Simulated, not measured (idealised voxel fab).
Process module, titled voxel ribs on slabs
cross-section cut | 270 nm wide | cells 5 nm
Reading order for cross-sections: top band down to bottom band. Underlying form: a grid of square cells. Band size: one or more rows of cells. This entry defines a band. It first specifies the height of the band's top and the height of its bottom in nm, and then specifies the band's materials from left to right, stating each material with its width in nm. The word "all across" identifies a single material that fills the band from edge to edge, while the word "blank" identifies empty space. Counting heights begins at 0, where everything beneath is, in the wafer as received, one material. The lowest band has no bottom; it goes on downwards, as "0 and below" shows. A two-number width, for instance "30 to 40", indicates that the width is equal to the first number in the top row of the band and to the second number in the bottom row, and that it changes by a constant amount per row of cells. The cross-section has no changed cell in any step marked "remains unaltered". For the entry "Voids, sealed", the listed items are empty spaces with no open way to the top whose size is 8 cells or more; each item follows the pattern width x height at distance, where distance is from the left edge and all three are in nm. Step line, after settings: the simulator's comment on this step. The "overlay nm" setting may appear on a step's line; for a step that uses a mask, it gives how far to the right of its planned position the mask lay, and a negative value indicates the left.

[Intended process steps]
1. RECEIVE,material Si
2. DIRECTIONAL_DEP,material SiO2,thk nm 30
3. DIRECTIONAL_DEP,material polySi,thk nm 25
4. MASKED_ETCH,tone cover,mask id RIB,width nm 20,etch materials polySi,depth nm 5,overlay nm 0
5. MASKED_ETCH,tone cover,mask id SLAB,width nm 80,etch materials polySi,depth nm 20,overlay nm 0
6. FILL_DEP,material SiO2,thk nm 30
7. CMP,height nm 75
8. DIRECTIONAL_DEP,material W,thk nm 10
9. PATTERN,tone cover,mask id HEATER,material resist,width nm 30,thk nm 15,overlay nm 0
10. DIRECTIONAL_ETCH,etch materials W,depth nm 10
11. STRIP,etch materials resist
12. CONFORMAL_DEP,material SiO2,thk nm 10

[Wafer at receipt (post step 1), cross-section]
    0 and below | Si all across
    Voids, sealed: none

[The following cross-section depicts the wafer upon conclusion of the module. Processing commenced from the starting condition illustrated above and adhered to the plan illustrated above, save for one mistake in execution]
    85 down to 75 | blank 120  W 30  blank 120
    75 down to 55 | SiO2 all across
    55 down to 50 | SiO2 125  polySi 20  SiO2 125
    50 down to 30 | SiO2 95  polySi 80  SiO2 95
    30 down to 0 | SiO2 all across
    0 and below | Si all across
    Voids, sealed: none
It is concluded that the wafer was processed incorrectly with respect to the plan, in that the plan's step 12 was left out and never carried out
